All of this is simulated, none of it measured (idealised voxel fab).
process module | voxel fin reveal
cross-section cut | 255 nm wide | cells 5 nm
A cross-section is a grid of square cells, given in bands from the top down. A band is one or more rows of cells.
Each band's line starts with the height of the band's top and of its bottom, in nm. Then come its materials from left to right, each with its width in nm. One material with "throughout" fills the band from edge to edge. "air" is empty space.
Height 0 is the level under which the wafer as received is all one material. The lowest band goes on downwards, as in "0 down".
A width such as "30 to 40" changes by the same amount from each row of cells to the next, from the band's top row to its bottom row.
"no change" after a step means that no cell of the cross-section changed.
closed voids: empty space of 8 cells or more with no open way to the top, each as width x height at its distance from the left edge, in nm
after a step's settings: what the simulator itself notes on the step
overlay nm, on a step with a mask: how far to the right of its planned place the mask lay; to the left if negative
plan
1 op RECEIVE | material Si
2 op CONFORMAL_DEP | material SiN | thk nm 5
3 op DIRECTIONAL_DEP | material aC | thk nm 10
4 op PATTERN | tone cover | mask id FINS | material resist | width nm 15 | pitch nm 35 | thk nm 25 | overlay nm 0
5 op DIRECTIONAL_ETCH | etch materials aC | depth nm 10
6 op STRIP | etch materials resist
7 op DIRECTIONAL_ETCH | etch materials SiN | depth nm 5
8 op DIRECTIONAL_ETCH | etch materials Si | depth nm 30
9 op STRIP | etch materials aC
10 op FILL_DEP | material SiO2 | thk nm 15
11 op CMP | height nm 5
12 op SELECTIVE_ETCH | etch materials SiO2 | depth nm 5
13 op STRIP | etch materials SiN
14 op CONFORMAL_DEP | material HfO2 | thk nm 5
varied across the wafers: depth nm of step 12. The plan shows the first wafer's value. All wafers start alike
first wafer as received, after step 1
  0 down: Si throughout
  closed voids: none
first wafer at the end, after step 14
  5 to 0: HfO2 throughout
  0 to -30: SiO2 85 | Si 15 | SiO2 20 | Si 15 | SiO2 20 | Si 15 | SiO2 85
  -30 down: Si throughout
  closed voids: none
last wafer at the end
  5 to 0: air 80 | HfO2 25 | air 10 | HfO2 25 | air 10 | HfO2 25 | air 80
  0 to -20: air 80 | HfO2 5 | Si 15 | HfO2 5 | air 10 | HfO2 5 | Si 15 | HfO2 5 | air 10 | HfO2 5 | Si 15 | HfO2 5 | air 80
  -20 to -25: HfO2 85 | Si 15 | HfO2 20 | Si 15 | HfO2 20 | Si 15 | HfO2 85
  -25 to -30: SiO2 85 | Si 15 | SiO2 20 | Si 15 | SiO2 20 | Si 15 | SiO2 85
  -30 down: Si throughout
  closed voids: none
each wafer at the end: cells of each material gained (+) or lost (-) since it was received, then its closed voids
depth nm 5 | +51 HfO2 | -252 Si | +252 SiO2 | closed voids: none
depth nm 10 | +57 HfO2 | -252 Si | +210 SiO2 | closed voids: none
depth nm 15 | +63 HfO2 | -252 Si | +168 SiO2 | closed voids: none
depth nm 20 | +69 HfO2 | -252 Si | +126 SiO2 | closed voids: none
depth nm 25 | +75 HfO2 | -252 Si | +84 SiO2 | closed voids: none
depth nm 30 | +81 HfO2 | -252 Si | +42 SiO2 | closed voids: none
